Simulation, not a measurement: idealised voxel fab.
Title: Process Module voxel wiring stack
Square cell edge 5 nm, section width 255 nm, ID cut.
For the purposes of this document, a cross-section shall be understood as a grid of square cells, specified as bands listed in top-to-bottom order, each band consisting of one or more rows of cells.
Top, bottom (nm), then materials left to right with widths (nm); lone material tagged "all across" fills the whole band edge to edge; "air" = empty space.
Heights from 0 (as-received wafer is one material below). Bottom band endless downward, as "0..down".
You'd read "30->40" like this: the band's top row of cells is as wide as the first number, its bottom row is as wide as the second, and going down, every row changes width by the same amount as the row before did.
You'll sometimes find "stayed the same" written for a step, and that's the way of saying that nowhere in the cross-section did a cell change during that step.
For the entry "Enclosed voids", the listed items are empty spaces with no open way to the top whose size is 8 cells or more; each item follows the pattern width x height at distance, where distance is from the left edge and all three are in nm.
On each step's line, the part that comes after the settings is the simulator's own comment on the step.
The line of a step may include "overlay nm". On a step with a mask, this value is how far to the right of its planned place the mask lay. A negative value means the mask lay to the left.

THE FOLLOWING LIST GIVES THE PLANNED PROCESS STEPS
step 1: RECEIVE, material Si
step 2: CONFORMAL_DEP, material SiO2, thk nm 15
step 3: DIRECTIONAL_DEP, material TiN, thk nm 5
step 4: DIRECTIONAL_DEP, material Ru, thk nm 25
step 5: MASKED_ETCH, tone cover, mask id METAL_1, width nm 25, pitch nm 40, etch materials Ru, depth nm 25, overlay nm 0
step 6: MASKED_ETCH, tone cover, mask id METAL_1, width nm 25, pitch nm 40, etch materials TiN, depth nm 5, overlay nm 0
step 7: FILL_DEP, material SiO2, thk nm 10
step 8: CMP, height nm 45
step 9: CONFORMAL_DEP, material SiCN, thk nm 5
step 10: DIRECTIONAL_DEP, material lowk, thk nm 15
step 11: PATTERN, tone open, mask id PLUG_1, material resist, width nm 15, pitch nm 40, thk nm 15, overlay nm 0
step 12: DIRECTIONAL_ETCH, etch materials lowk, depth nm 15
step 13: DIRECTIONAL_ETCH, etch materials SiCN, depth nm 5
step 14: STRIP, etch materials resist
step 15: EPI, material Ru, thk nm 10
step 16: EPI, material Ru, thk nm 10
step 17: DIRECTIONAL_DEP, material TiN, thk nm 5
step 18: DIRECTIONAL_DEP, material Ru, thk nm 20
step 19: PATTERN, tone cover, mask id METAL_2, material resist, width nm 25, pitch nm 40, thk nm 20, overlay nm 0
step 20: DIRECTIONAL_ETCH, etch materials Ru, depth nm 20
step 21: DIRECTIONAL_ETCH, etch materials TiN, depth nm 5
step 22: STRIP, etch materials resist
step 23: FILL_DEP, material lowk, thk nm 10
step 24: CMP, height nm 90
step 25: CONFORMAL_DEP, material SiN, thk nm 5

FIRST WAFER OF TWO (RUN AS PLANNED)

CROSS-SECTION, INCOMING MATERIAL, AFTER STEP 1
0..down = Si all across
Enclosed voids: none

WAFER AFTER STEP 2 (CROSS-SECTION)
15..0 = SiO2 all across
Heights below 0 show no change.

WAFER AFTER STEP 3 (CROSS-SECTION)
20..15 = TiN all across
Heights below 15 show no change.

WAFER AFTER STEP 4 (CROSS-SECTION)
45..20 = Ru all across
Heights below 20 show no change.

WAFER AFTER STEP 5 (CROSS-SECTION)
45..20 = air: 95, Ru: 25, air: 15, Ru: 25, air: 95
Heights below 20 show no change.

WAFER AFTER STEP 6 (CROSS-SECTION)
45..20 = air: 95, Ru: 25, air: 15, Ru: 25, air: 95
20..15 = air: 95, TiN: 25, air: 15, TiN: 25, air: 95
Heights below 15 show no change.

WAFER AFTER STEP 7 (CROSS-SECTION)
55..45 = SiO2 all across
45..20 = SiO2: 95, Ru: 25, SiO2: 15, Ru: 25, SiO2: 95
20..15 = SiO2: 95, TiN: 25, SiO2: 15, TiN: 25, SiO2: 95
Heights below 15 show no change.

WAFER AFTER STEP 8 (CROSS-SECTION)
45..20 = SiO2: 95, Ru: 25, SiO2: 15, Ru: 25, SiO2: 95
Heights below 20 show no change.

WAFER AFTER STEP 9 (CROSS-SECTION)
50..45 = SiCN all across
Heights below 45 show no change.

WAFER AFTER STEP 10 (CROSS-SECTION)
65..50 = lowk all across
Heights below 50 show no change.

WAFER AFTER STEP 11 (CROSS-SECTION)
80..65 = resist: 95, air: 15, resist: 25, air: 15, resist: 105
Heights below 65 show no change.

WAFER AFTER STEP 12 (CROSS-SECTION)
80..65 = resist: 95, air: 15, resist: 25, air: 15, resist: 105
65..50 = lowk: 95, air: 15, lowk: 25, air: 15, lowk: 105
Heights below 50 show no change.

WAFER AFTER STEP 13 (CROSS-SECTION)
80..65 = resist: 95, air: 15, resist: 25, air: 15, resist: 105
65..50 = lowk: 95, air: 15, lowk: 25, air: 15, lowk: 105
50..45 = SiCN: 95, air: 15, SiCN: 25, air: 15, SiCN: 105
Heights below 45 show no change.

WAFER AFTER STEP 14 (CROSS-SECTION)
65..50 = lowk: 95, air: 15, lowk: 25, air: 15, lowk: 105
Heights below 50 show no change.

WAFER AFTER STEP 15 (CROSS-SECTION)
65..55 = lowk: 95, air: 15, lowk: 25, air: 15, lowk: 105
55..50 = lowk: 95, Ru: 15, lowk: 25, Ru: 15, lowk: 105
50..45 = SiCN: 95, Ru: 15, SiCN: 25, Ru: 15, SiCN: 105
Heights below 45 show no change.

WAFER AFTER STEP 16 (CROSS-SECTION)
65..50 = lowk: 95, Ru: 15, lowk: 25, Ru: 15, lowk: 105
Heights below 50 show no change.

WAFER AFTER STEP 17 (CROSS-SECTION)
70..65 = TiN all across
Heights below 65 show no change.

WAFER AFTER STEP 18 (CROSS-SECTION)
90..70 = Ru all across
Heights below 70 show no change.

WAFER AFTER STEP 19 (CROSS-SECTION)
110..90 = air: 95, resist: 25, air: 15, resist: 25, air: 95
Heights below 90 show no change.

WAFER AFTER STEP 20 (CROSS-SECTION)
110..90 = air: 95, resist: 25, air: 15, resist: 25, air: 95
90..70 = air: 95, Ru: 25, air: 15, Ru: 25, air: 95
Heights below 70 show no change.

WAFER AFTER STEP 21 (CROSS-SECTION)
110..90 = air: 95, resist: 25, air: 15, resist: 25, air: 95
90..70 = air: 95, Ru: 25, air: 15, Ru: 25, air: 95
70..65 = air: 95, TiN: 25, air: 15, TiN: 25, air: 95
Heights below 65 show no change.

WAFER AFTER STEP 22 (CROSS-SECTION)
90..70 = air: 95, Ru: 25, air: 15, Ru: 25, air: 95
Heights below 70 show no change.

WAFER AFTER STEP 23 (CROSS-SECTION)
100..90 = lowk all across
90..70 = lowk: 95, Ru: 25, lowk: 15, Ru: 25, lowk: 95
70..65 = lowk: 95, TiN: 25, lowk: 15, TiN: 25, lowk: 95
Heights below 65 show no change.

WAFER AFTER STEP 24 (CROSS-SECTION)
90..70 = lowk: 95, Ru: 25, lowk: 15, Ru: 25, lowk: 95
Heights below 70 show no change.

WAFER AFTER STEP 25 (CROSS-SECTION)
95..90 = SiN all across
Heights below 90 show no change.

SECOND WAFER: LIKE START, LIKE PLAN, ONE MISTAKE. THROUGH STEP 4 IT MATCHES THE FIRST WAFER

CROSS-SECTIONAL REPRESENTATION OF THE SECOND WAFER AT THE TIME DESIGNATED IN THE PLAN FOR THE COMPLETION OF STEP 5
45..20 = air: 100, Ru: 15, air: 25, Ru: 15, air: 100
Heights below 20 show no change.

CROSS-SECTIONAL REPRESENTATION OF THE SECOND WAFER AT THE TIME DESIGNATED IN THE PLAN FOR THE COMPLETION OF STEP 6
45..20 = air: 100, Ru: 15, air: 25, Ru: 15, air: 100
20..15 = air: 95, TiN: 25, air: 15, TiN: 25, air: 95
Heights below 15 show no change.

CROSS-SECTIONAL REPRESENTATION OF THE SECOND WAFER AT THE TIME DESIGNATED IN THE PLAN FOR THE COMPLETION OF STEP 7
55..45 = SiO2 all across
45..20 = SiO2: 100, Ru: 15, SiO2: 25, Ru: 15, SiO2: 100
20..15 = SiO2: 95, TiN: 25, SiO2: 15, TiN: 25, SiO2: 95
Heights below 15 show no change.

CROSS-SECTIONAL REPRESENTATION OF THE SECOND WAFER AT THE TIME DESIGNATED IN THE PLAN FOR THE COMPLETION OF STEP 8
45..20 = SiO2: 100, Ru: 15, SiO2: 25, Ru: 15, SiO2: 100
Heights below 20 show no change.

CROSS-SECTIONAL REPRESENTATION OF THE SECOND WAFER AT THE TIME DESIGNATED IN THE PLAN FOR THE COMPLETION OF STEP 9
50..45 = SiCN all across
Heights below 45 show no change.

CROSS-SECTIONAL REPRESENTATION OF THE SECOND WAFER AT THE TIME DESIGNATED IN THE PLAN FOR THE COMPLETION OF STEP 10
65..50 = lowk all across
Heights below 50 show no change.

CROSS-SECTIONAL REPRESENTATION OF THE SECOND WAFER AT THE TIME DESIGNATED IN THE PLAN FOR THE COMPLETION OF STEP 11
80..65 = resist: 95, air: 15, resist: 25, air: 15, resist: 105
Heights below 65 show no change.

CROSS-SECTIONAL REPRESENTATION OF THE SECOND WAFER AT THE TIME DESIGNATED IN THE PLAN FOR THE COMPLETION OF STEP 12
80..65 = resist: 95, air: 15, resist: 25, air: 15, resist: 105
65..50 = lowk: 95, air: 15, lowk: 25, air: 15, lowk: 105
Heights below 50 show no change.

CROSS-SECTIONAL REPRESENTATION OF THE SECOND WAFER AT THE TIME DESIGNATED IN THE PLAN FOR THE COMPLETION OF STEP 13
80..65 = resist: 95, air: 15, resist: 25, air: 15, resist: 105
65..50 = lowk: 95, air: 15, lowk: 25, air: 15, lowk: 105
50..45 = SiCN: 95, air: 15, SiCN: 25, air: 15, SiCN: 105
Heights below 45 show no change.

CROSS-SECTIONAL REPRESENTATION OF THE SECOND WAFER AT THE TIME DESIGNATED IN THE PLAN FOR THE COMPLETION OF STEP 14
65..50 = lowk: 95, air: 15, lowk: 25, air: 15, lowk: 105
Heights below 50 show no change.

CROSS-SECTIONAL REPRESENTATION OF THE SECOND WAFER AT THE TIME DESIGNATED IN THE PLAN FOR THE COMPLETION OF STEP 15
65..55 = lowk: 95, air: 15, lowk: 25, air: 15, lowk: 105
55..50 = lowk: 95, Ru: 15, lowk: 25, Ru: 15, lowk: 105
50..45 = SiCN: 95, Ru: 15, SiCN: 25, Ru: 15, SiCN: 105
Heights below 45 show no change.

CROSS-SECTIONAL REPRESENTATION OF THE SECOND WAFER AT THE TIME DESIGNATED IN THE PLAN FOR THE COMPLETION OF STEP 16
65..50 = lowk: 95, Ru: 15, lowk: 25, Ru: 15, lowk: 105
Heights below 50 show no change.

CROSS-SECTIONAL REPRESENTATION OF THE SECOND WAFER AT THE TIME DESIGNATED IN THE PLAN FOR THE COMPLETION OF STEP 17
70..65 = TiN all across
Heights below 65 show no change.

CROSS-SECTIONAL REPRESENTATION OF THE SECOND WAFER AT THE TIME DESIGNATED IN THE PLAN FOR THE COMPLETION OF STEP 18
90..70 = Ru all across
Heights below 70 show no change.

CROSS-SECTIONAL REPRESENTATION OF THE SECOND WAFER AT THE TIME DESIGNATED IN THE PLAN FOR THE COMPLETION OF STEP 19
110..90 = air: 95, resist: 25, air: 15, resist: 25, air: 95
Heights below 90 show no change.

CROSS-SECTIONAL REPRESENTATION OF THE SECOND WAFER AT THE TIME DESIGNATED IN THE PLAN FOR THE COMPLETION OF STEP 20
110..90 = air: 95, resist: 25, air: 15, resist: 25, air: 95
90..70 = air: 95, Ru: 25, air: 15, Ru: 25, air: 95
Heights below 70 show no change.

CROSS-SECTIONAL REPRESENTATION OF THE SECOND WAFER AT THE TIME DESIGNATED IN THE PLAN FOR THE COMPLETION OF STEP 21
110..90 = air: 95, resist: 25, air: 15, resist: 25, air: 95
90..70 = air: 95, Ru: 25, air: 15, Ru: 25, air: 95
70..65 = air: 95, TiN: 25, air: 15, TiN: 25, air: 95
Heights below 65 show no change.

CROSS-SECTIONAL REPRESENTATION OF THE SECOND WAFER AT THE TIME DESIGNATED IN THE PLAN FOR THE COMPLETION OF STEP 22
90..70 = air: 95, Ru: 25, air: 15, Ru: 25, air: 95
Heights below 70 show no change.

CROSS-SECTIONAL REPRESENTATION OF THE SECOND WAFER AT THE TIME DESIGNATED IN THE PLAN FOR THE COMPLETION OF STEP 23
100..90 = lowk all across
90..70 = lowk: 95, Ru: 25, lowk: 15, Ru: 25, lowk: 95
70..65 = lowk: 95, TiN: 25, lowk: 15, TiN: 25, lowk: 95
Heights below 65 show no change.

CROSS-SECTIONAL REPRESENTATION OF THE SECOND WAFER AT THE TIME DESIGNATED IN THE PLAN FOR THE COMPLETION OF STEP 24
90..70 = lowk: 95, Ru: 25, lowk: 15, Ru: 25, lowk: 95
Heights below 70 show no change.

CROSS-SECTIONAL REPRESENTATION OF THE SECOND WAFER AT THE TIME DESIGNATED IN THE PLAN FOR THE COMPLETION OF STEP 25
95..90 = SiN all across
Heights below 90 show no change.
Nonconformance to the process plan: for step 5, the planned setting was not used; the step was instead run as MASKED_ETCH, tone cover, mask id METAL_1, width nm 15, pitch nm 40, etch materials Ru, depth nm 25, overlay nm 0
Final comparison by cell count, materials where the second wafer has more or fewer than the first: 20 fewer of Ru | 20 more of SiO2
